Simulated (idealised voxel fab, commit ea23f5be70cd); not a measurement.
process module | voxel trench capacitor
cross-section cut | 230 nm wide | cells 5 nm
A cross-section is a grid of square cells, given in bands from the top down. A band is one or more rows of cells.
Each band's line starts with the height of the band's top and of its bottom, in nm. Then come its materials from left to right, each with its width in nm. One material with "throughout" fills the band from edge to edge. "air" is empty space.
Height 0 is the level under which the wafer as received is all one material. The lowest band goes on downwards, as in "0 down".
A width such as "30 to 40" changes by the same amount from each row of cells to the next, from the band's top row to its bottom row.
"no change" after a step means that no cell of the cross-section changed.
closed voids: empty space of 8 cells or more with no open way to the top, each as width x height at its distance from the left edge, in nm
after a step's settings: what the simulator itself notes on the step
overlay nm, on a step with a mask: how far to the right of its planned place the mask lay; to the left if negative
plan
1 op RECEIVE | material Si
2 op CONFORMAL_DEP | material SiN | thk nm 5
3 op DIRECTIONAL_DEP | material aC | thk nm 10
4 op PATTERN | tone open | mask id TRENCH | material resist | width nm 30 | pitch nm 55 | thk nm 30 | overlay nm 0
5 op DIRECTIONAL_ETCH | etch materials aC | depth nm 10
6 op STRIP | etch materials resist
7 op DIRECTIONAL_ETCH | etch materials SiN | depth nm 5
8 op DIRECTIONAL_ETCH | etch materials Si | depth nm 30
9 op STRIP | etch materials aC
10 op CONFORMAL_DEP | material HfO2 | thk nm 5
11 op CONFORMAL_DEP | material TiN | thk nm 5
12 op FILL_DEP | material W | thk nm 5
13 op CMP | height nm 5
as received, after step 1
  0 down: Si throughout
  closed voids: none
a wafer at the end: this start, this plan, one mistake
  5 to 0: SiN 70 | aC 5 | TiN 5 | W 10 | TiN 5 | aC 5 | SiN 25 | aC 5 | TiN 5 | W 10 | TiN 5 | aC 5 | SiN 75
  0 to -20: Si 70 | aC 5 | TiN 5 | W 10 | TiN 5 | aC 5 | Si 25 | aC 5 | TiN 5 | W 10 | TiN 5 | aC 5 | Si 75
  -20 to -25: Si 70 | aC 5 | TiN 20 | aC 5 | Si 25 | aC 5 | TiN 20 | aC 5 | Si 75
  -25 to -30: Si 70 | aC 30 | Si 25 | aC 30 | Si 75
  -30 down: Si throughout
  closed voids: none
what went wrong: step 10 ran as: op CONFORMAL_DEP | material aC | thk nm 5
